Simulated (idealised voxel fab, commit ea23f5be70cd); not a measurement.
voxel gate over fins: a process module
Shown is cross-section cut, with a width of 255 nm and square cells of size 5 nm.
Bands, listed from the top down, are how a cross-section gets written in this document; the cross-section itself is a grid of square cells, and a band is one or more rows of them.
Band: top and bottom heights (nm) first, top before bottom; then materials from left to right, widths in nm. "all across" marks a sole material filling the band edge to edge. "empty" denotes empty space.
Heads up on the height convention: 0 is the point under which the incoming wafer is all one material, and the lowest band has no bottom, it just keeps going down, like "top 0, no bottom".
You'd read "30..40" like this: the band's top row of cells is as wide as the first number, its bottom row is as wide as the second, and going down, every row changes width by the same amount as the row before did.
Basically "identical to before" means that step didn't change any cell in the cross-section.
Voids not open to the top, 8 cells minimum: see "Enclosed internal voids". Written width x height at distance; distance is from the left edge; nm.
It should be noted that, on the line of a given step, the content following the step's settings is a remark produced by the simulator itself with respect to that step.
For masked steps, "overlay nm" on the step line gives how far right of plan the mask actually lay; a minus sign means it lay to the left.
Planned process steps
1,RECEIVE [material Si]
2,CONFORMAL_DEP [material SiN] [thk nm 10]
3,MASKED_ETCH [tone cover] [mask id FINS] [width nm 15] [pitch nm 60] [etch materials SiN] [depth nm 10] [overlay nm 0]
4,MASKED_ETCH [tone cover] [mask id FINS] [width nm 15] [pitch nm 60] [etch materials Si] [depth nm 35] [overlay nm -15]
5,OXIDIZE [depth nm 5]
6,FILL_DEP [material SiO2] [thk nm 10]
7,CMP [height nm 10]
8,PATTERN [tone open] [mask id RAIL] [material resist] [width nm 15] [thk nm 20] [overlay nm 0]
9,DIRECTIONAL_ETCH [etch materials SiO2] [depth nm 40]
10,STRIP [etch materials resist]
11,CONFORMAL_DEP [material TiN] [thk nm 5]
12,FILL_DEP [material Ru] [thk nm 5]
13,CMP [height nm 10]
14,SELECTIVE_ETCH [etch materials W Ru TiN] [depth nm 30]
15,FILL_DEP [material SiO2] [thk nm 5]
16,CMP [height nm 10]
17,SELECTIVE_ETCH [etch materials SiO2] [depth nm 25]
18,STRIP [etch materials SiN]
19,CONFORMAL_DEP [material HfO2] [thk nm 5]
20,CONFORMAL_DEP [material TiN] [thk nm 5]
21,FILL_DEP [material W] [thk nm 15]
22,CMP [height nm 20]
23,CONFORMAL_DEP [material SiCN] [thk nm 10]
Be aware that, although all wafers share a common starting state, the overlay nm at step 4 differs among them, and the plan displays the first wafer's value.
As received, i.e. after step 1: cross-section through the first of several wafers
top 0, no bottom = Si all across
Enclosed internal voids: none
Module finished, last step 23 done: cross-section of the first of several wafers
top 30, bottom 20 = SiCN all across
top 20, bottom 10 = W all across
top 10, bottom 5 = 55 of W, then 25 of TiN, then 35 of W, then 25 of TiN, then 35 of W, then 25 of TiN, then 55 of W
top 5, bottom 0 = 40 of W, then 20 of TiN, then 15 of HfO2, then 5 of TiN, then 20 of W, then 20 of TiN, then 15 of HfO2, then 5 of TiN, then 20 of W, then 20 of TiN, then 15 of HfO2, then 5 of TiN, then 55 of W
top 0, bottom -5 = 40 of W, then 5 of TiN, then 20 of HfO2, then 5 of Si, then 5 of HfO2, then 5 of TiN, then 20 of W, then 5 of TiN, then 20 of HfO2, then 5 of Si, then 5 of HfO2, then 5 of TiN, then 20 of W, then 5 of TiN, then 20 of HfO2, then 5 of Si, then 5 of HfO2, then 5 of TiN, then 55 of W
top -5, bottom -10 = 45 of TiN, then 5 of HfO2, then 20 of Si, then 5 of HfO2, then 30 of TiN, then 5 of HfO2, then 20 of Si, then 5 of HfO2, then 30 of TiN, then 5 of HfO2, then 20 of Si, then 5 of HfO2, then 60 of TiN
top -10, bottom -15 = 50 of HfO2, then 20 of Si, then 40 of HfO2, then 20 of Si, then 40 of HfO2, then 20 of Si, then 65 of HfO2
top -15, bottom -20 = 50 of SiO2, then 20 of Si, then 40 of SiO2, then 20 of Si, then 40 of SiO2, then 20 of Si, then 65 of SiO2
top -20, bottom -25 = 50 of SiO2, then 20 of Si, then 20 of SiO2, then 5 of TiN, then 5 of Ru, then 5 of TiN, then 5 of SiO2, then 20 of Si, then 40 of SiO2, then 20 of Si, then 65 of SiO2
top -25, bottom -30 = 50 of SiO2, then 20 of Si, then 20 of SiO2, then 15 of TiN, then 5 of SiO2, then 20 of Si, then 40 of SiO2, then 20 of Si, then 65 of SiO2
top -30, bottom -40 = 50 of SiO2, then 20 of Si, then 40 of SiO2, then 20 of Si, then 40 of SiO2, then 20 of Si, then 65 of SiO2
top -40, no bottom = Si all across
Enclosed internal voids: none
End of module: cross-section, last of several wafers
top 30, bottom 20 = SiCN all across
top 20, bottom 10 = W all across
top 10, bottom 5 = 55 of W, then 25 of TiN, then 35 of W, then 25 of TiN, then 35 of W, then 25 of TiN, then 55 of W
top 5, bottom 0 = 55 of W, then 5 of TiN, then 15 of HfO2, then 20 of TiN, then 20 of W, then 5 of TiN, then 15 of HfO2, then 20 of TiN, then 20 of W, then 5 of TiN, then 15 of HfO2, then 20 of TiN, then 40 of W
top 0, bottom -5 = 55 of W, then 5 of TiN, then 5 of HfO2, then 5 of Si, then 20 of HfO2, then 5 of TiN, then 20 of W, then 5 of TiN, then 5 of HfO2, then 5 of Si, then 20 of HfO2, then 5 of TiN, then 20 of W, then 5 of TiN, then 5 of HfO2, then 5 of Si, then 20 of HfO2, then 5 of TiN, then 40 of W
top -5, bottom -10 = 60 of TiN, then 5 of HfO2, then 20 of Si, then 5 of HfO2, then 30 of TiN, then 5 of HfO2, then 20 of Si, then 5 of HfO2, then 30 of TiN, then 5 of HfO2, then 20 of Si, then 5 of HfO2, then 45 of TiN
top -10, bottom -15 = 65 of HfO2, then 20 of Si, then 40 of HfO2, then 20 of Si, then 40 of HfO2, then 20 of Si, then 50 of HfO2
top -15, bottom -20 = 65 of SiO2, then 20 of Si, then 40 of SiO2, then 20 of Si, then 40 of SiO2, then 20 of Si, then 50 of SiO2
top -20, bottom -25 = 65 of SiO2, then 20 of Si, then 5 of SiO2, then 5 of TiN, then 5 of Ru, then 5 of TiN, then 20 of SiO2, then 20 of Si, then 40 of SiO2, then 20 of Si, then 50 of SiO2
top -25, bottom -30 = 65 of SiO2, then 20 of Si, then 5 of SiO2, then 15 of TiN, then 20 of SiO2, then 20 of Si, then 40 of SiO2, then 20 of Si, then 50 of SiO2
top -30, bottom -40 = 65 of SiO2, then 20 of Si, then 40 of SiO2, then 20 of Si, then 40 of SiO2, then 20 of Si, then 50 of SiO2
top -40, no bottom = Si all across
Enclosed internal voids: none
Basically each wafer gets a line in the table, showing it at the end of the module: material by material, the cells it gained (+) or lost (-) since we got it, then its closed voids
overlay nm -15; +69 HfO2; +1 Ru; -321 Si; +102 SiCN; +189 SiO2; +74 TiN; +192 W; Enclosed internal voids: none
overlay nm -10; +69 HfO2; +1 Ru; -342 Si; +102 SiCN; +204 SiO2; +74 TiN; +198 W; Enclosed internal voids: none
overlay nm -5; +69 HfO2; +1 Ru; -363 Si; +102 SiCN; +219 SiO2; +74 TiN; +204 W; Enclosed internal voids: none
overlay nm 0; +69 HfO2; +1 Ru; -384 Si; +102 SiCN; +234 SiO2; +74 TiN; +210 W; Enclosed internal voids: none
overlay nm 5; +69 HfO2; +1 Ru; -363 Si; +102 SiCN; +219 SiO2; +74 TiN; +204 W; Enclosed internal voids: none
overlay nm 10; +69 HfO2; +1 Ru; -342 Si; +102 SiCN; +204 SiO2; +74 TiN; +198 W; Enclosed internal voids: none
overlay nm 15; +69 HfO2; +1 Ru; -321 Si; +102 SiCN; +189 SiO2; +74 TiN; +192 W; Enclosed internal voids: none
